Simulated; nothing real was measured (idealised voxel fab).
Documented hereafter: the process module known as voxel self aligned vias.
FYI the section here is cut, 245 nm wide, cells are 5 nm squares.
A cross-section in this document is a grid of square cells, and it is written down as bands, the top band listed before the ones below it; a band is made up of one or more rows of cells.
Look at the band entry: it leads with the top's height and the bottom's height in nm. Then it lists the materials left to right, with a width in nm for each. The word "everywhere" on a single material says that material fills the band edge to edge. The word "air" is empty space.
For the purposes of this specification, 0 denotes the height below which the wafer in its as-received condition is composed wholly of one material, and the lowermost band, lacking a lower limit, extends downward without end, as expressed in "from 0 down".
Quick explanation for "30 to 40": the width changes in equal steps down the rows of cells, from the first number in the band's top row to the second number in its bottom row.
No cell of the cross-section changed in a step that is given as "remained the same".
Empty spaces without an open route to the top, at least 8 cells in extent, make up the entry "Sealed void list"; each is given as width x height at distance, where the distance is measured from the left edge, and all are in nm.
On a step's line, text after the settings is the simulator commenting on that step.
Among the settings permitted on a step's line is "overlay nm"; applied to a step with a mask, it specifies the extent to which the mask lay to the right of its planned position, whereas a negative figure signifies a position to the left.
The process steps that were planned are listed below
1,RECEIVE (material Si)
2,CONFORMAL_DEP (material SiO2; thk nm 10)
3,CONFORMAL_DEP (material SiCN; thk nm 5)
4,DIRECTIONAL_DEP (material lowk; thk nm 25)
5,PATTERN (tone open; mask id LINES; material resist; width nm 30; pitch nm 65; thk nm 15; overlay nm 0)
6,DIRECTIONAL_ETCH (etch materials lowk; depth nm 25)
7,STRIP (etch materials resist)
8,CONFORMAL_DEP (material TiN; thk nm 5)
9,FILL_DEP (material Ru; thk nm 10)
10,CMP (height nm 40)
11,SELECTIVE_ETCH (etch materials W Ru TiN; depth nm 10)
12,FILL_DEP (material SiN; thk nm 5)
13,CMP (height nm 40)
14,DIRECTIONAL_DEP (material lowk; thk nm 15)
15,MASKED_ETCH (tone open; mask id VIAS; width nm 40; pitch nm 65; etch materials lowk; depth nm 15; overlay nm 0)
16,MASKED_ETCH (tone open; mask id VIAS; width nm 40; pitch nm 65; etch materials SiN; depth nm 10; overlay nm 0)
17,CONFORMAL_DEP (material TiN; thk nm 5)
18,FILL_DEP (material Ru; thk nm 10)
19,CMP (height nm 55)
20,CONFORMAL_DEP (material SiN; thk nm 5)
So, the first of our two wafers, run just as we planned it
As received, after step 1
- from 0 down = Si everywhere
- Sealed void list: none
After step 2, in cross-section
- from 10 to 0 = SiO2 everywhere
- Below a height of 0, the structure has not been altered.
After step 3, in cross-section
- from 15 to 10 = SiCN everywhere
- Below a height of 10, the structure has not been altered.
After step 4, in cross-section
- from 40 to 15 = lowk everywhere
- Below a height of 15, the structure has not been altered.
After step 5, in cross-section
- from 55 to 40 = resist (40), air (30), resist (35), air (30), resist (35), air (30), resist (45)
- Below a height of 40, the structure has not been altered.
After step 6, in cross-section
- from 55 to 40 = resist (40), air (30), resist (35), air (30), resist (35), air (30), resist (45)
- from 40 to 15 = lowk (40), air (30), lowk (35), air (30), lowk (35), air (30), lowk (45)
- Below a height of 15, the structure has not been altered.
After step 7, in cross-section
- from 40 to 15 = lowk (40), air (30), lowk (35), air (30), lowk (35), air (30), lowk (45)
- Below a height of 15, the structure has not been altered.
After step 8, in cross-section
- from 45 to 40 = TiN (45), air (20), TiN (45), air (20), TiN (45), air (20), TiN (50)
- from 40 to 20 = lowk (40), TiN (5), air (20), TiN (5), lowk (35), TiN (5), air (20), TiN (5), lowk (35), TiN (5), air (20), TiN (5), lowk (45)
- from 20 to 15 = lowk (40), TiN (30), lowk (35), TiN (30), lowk (35), TiN (30), lowk (45)
- Below a height of 15, the structure has not been altered.
After step 9, in cross-section
- from 55 to 45 = Ru everywhere
- from 45 to 40 = TiN (45), Ru (20), TiN (45), Ru (20), TiN (45), Ru (20), TiN (50)
- from 40 to 20 = lowk (40), TiN (5), Ru (20), TiN (5), lowk (35), TiN (5), Ru (20), TiN (5), lowk (35), TiN (5), Ru (20), TiN (5), lowk (45)
- Below a height of 20, the structure has not been altered.
After step 10, in cross-section
- from 40 to 20 = lowk (40), TiN (5), Ru (20), TiN (5), lowk (35), TiN (5), Ru (20), TiN (5), lowk (35), TiN (5), Ru (20), TiN (5), lowk (45)
- Below a height of 20, the structure has not been altered.
After step 11, in cross-section
- from 40 to 30 = lowk (40), air (30), lowk (35), air (30), lowk (35), air (30), lowk (45)
- Below a height of 30, the structure has not been altered.
After step 12, in cross-section
- from 45 to 40 = SiN everywhere
- from 40 to 30 = lowk (40), SiN (30), lowk (35), SiN (30), lowk (35), SiN (30), lowk (45)
- Below a height of 30, the structure has not been altered.
After step 13, in cross-section
- from 40 to 30 = lowk (40), SiN (30), lowk (35), SiN (30), lowk (35), SiN (30), lowk (45)
- Below a height of 30, the structure has not been altered.
After step 14, in cross-section
- from 55 to 40 = lowk everywhere
- Below a height of 40, the structure has not been altered.
After step 15, in cross-section
- from 55 to 40 = lowk (35), air (40), lowk (25), air (40), lowk (25), air (40), lowk (40)
- Below a height of 40, the structure has not been altered.
After step 16, in cross-section
- from 55 to 40 = lowk (35), air (40), lowk (25), air (40), lowk (25), air (40), lowk (40)
- from 40 to 30 = lowk (40), air (30), lowk (35), air (30), lowk (35), air (30), lowk (45)
- Below a height of 30, the structure has not been altered.
After step 17, in cross-section
- from 60 to 55 = TiN (40), air (30), TiN (35), air (30), TiN (35), air (30), TiN (45)
- from 55 to 45 = lowk (35), TiN (5), air (30), TiN (5), lowk (25), TiN (5), air (30), TiN (5), lowk (25), TiN (5), air (30), TiN (5), lowk (40)
- from 45 to 35 = lowk (35 to 40), TiN (10 to 5), air (20), TiN (10 to 5), lowk (25 to 35), TiN (10 to 5), air (20), TiN (10 to 5), lowk (25 to 35), TiN (10 to 5), air (20), TiN (10 to 5), lowk (40 to 45)
- from 35 to 30 = lowk (40), TiN (30), lowk (35), TiN (30), lowk (35), TiN (30), lowk (45)
- Below a height of 30, the structure has not been altered.
After step 18, in cross-section
- from 70 to 60 = Ru everywhere
- from 60 to 55 = TiN (40), Ru (30), TiN (35), Ru (30), TiN (35), Ru (30), TiN (45)
- from 55 to 45 = lowk (35), TiN (5), Ru (30), TiN (5), lowk (25), TiN (5), Ru (30), TiN (5), lowk (25), TiN (5), Ru (30), TiN (5), lowk (40)
- from 45 to 35 = lowk (35 to 40), TiN (10 to 5), Ru (20), TiN (10 to 5), lowk (25 to 35), TiN (10 to 5), Ru (20), TiN (10 to 5), lowk (25 to 35), TiN (10 to 5), Ru (20), TiN (10 to 5), lowk (40 to 45)
- Below a height of 35, the structure has not been altered.
After step 19, in cross-section
- from 55 to 45 = lowk (35), TiN (5), Ru (30), TiN (5), lowk (25), TiN (5), Ru (30), TiN (5), lowk (25), TiN (5), Ru (30), TiN (5), lowk (40)
- Below a height of 45, the structure has not been altered.
After step 20, in cross-section
- from 60 to 55 = SiN everywhere
- Below a height of 55, the structure has not been altered.
Companion wafer, the second of two: same beginning, same intended sequence, one mistake in carrying it out; through step 14 inclusive it tracks the first exactly
Cross-sectional representation of the second wafer at the time designated in the plan for the completion of step 15
- from 55 to 40 = lowk (35), air (40), lowk (25), air (40), lowk (25), air (40), lowk (40)
- from 40 to 30 = lowk (35), air (5), SiN (30), air (5), lowk (25), air (5), SiN (30), air (5), lowk (25), air (5), SiN (30), air (5), lowk (40)
- from 30 to 25 = lowk (35), air (5), TiN (5), Ru (20), TiN (5), air (5), lowk (25), air (5), TiN (5), Ru (20), TiN (5), air (5), lowk (25), air (5), TiN (5), Ru (20), TiN (5), air (5), lowk (40)
- Below a height of 25, the structure has not been altered.
Cross-sectional representation of the second wafer at the time designated in the plan for the completion of step 16
- from 55 to 30 = lowk (35), air (40), lowk (25), air (40), lowk (25), air (40), lowk (40)
- Below a height of 30, the structure has not been altered.
Cross-sectional representation of the second wafer at the time designated in the plan for the completion of step 17
- from 60 to 55 = TiN (40), air (30), TiN (35), air (30), TiN (35), air (30), TiN (45)
- from 55 to 35 = lowk (35), TiN (5), air (30), TiN (5), lowk (25), TiN (5), air (30), TiN (5), lowk (25), TiN (5), air (30), TiN (5), lowk (40)
- from 35 to 30 = lowk (35), TiN (40), lowk (25), TiN (40), lowk (25), TiN (40), lowk (40)
- from 30 to 20 = lowk (35 to 40), TiN (10 to 5), Ru (20), TiN (10 to 5), lowk (25 to 35), TiN (10 to 5), Ru (20), TiN (10 to 5), lowk (25 to 35), TiN (10 to 5), Ru (20), TiN (10 to 5), lowk (40 to 45)
- Below a height of 20, the structure has not been altered.
Cross-sectional representation of the second wafer at the time designated in the plan for the completion of step 18
- from 70 to 60 = Ru everywhere
- from 60 to 55 = TiN (40), Ru (30), TiN (35), Ru (30), TiN (35), Ru (30), TiN (45)
- from 55 to 35 = lowk (35), TiN (5), Ru (30), TiN (5), lowk (25), TiN (5), Ru (30), TiN (5), lowk (25), TiN (5), Ru (30), TiN (5), lowk (40)
- Below a height of 35, the structure has not been altered.
Cross-sectional representation of the second wafer at the time designated in the plan for the completion of step 19
- from 55 to 35 = lowk (35), TiN (5), Ru (30), TiN (5), lowk (25), TiN (5), Ru (30), TiN (5), lowk (25), TiN (5), Ru (30), TiN (5), lowk (40)
- Below a height of 35, the structure has not been altered.
Cross-sectional representation of the second wafer at the time designated in the plan for the completion of step 20
- from 60 to 55 = SiN everywhere
- Below a height of 55, the structure has not been altered.
Run error: yeah, plan step 15 got run twice
It is noted that, at the conclusion of processing, the second wafer exhibits a higher or lower cell count for certain materials relative to the first: +12 Ru; +6 TiN; -18 lowk
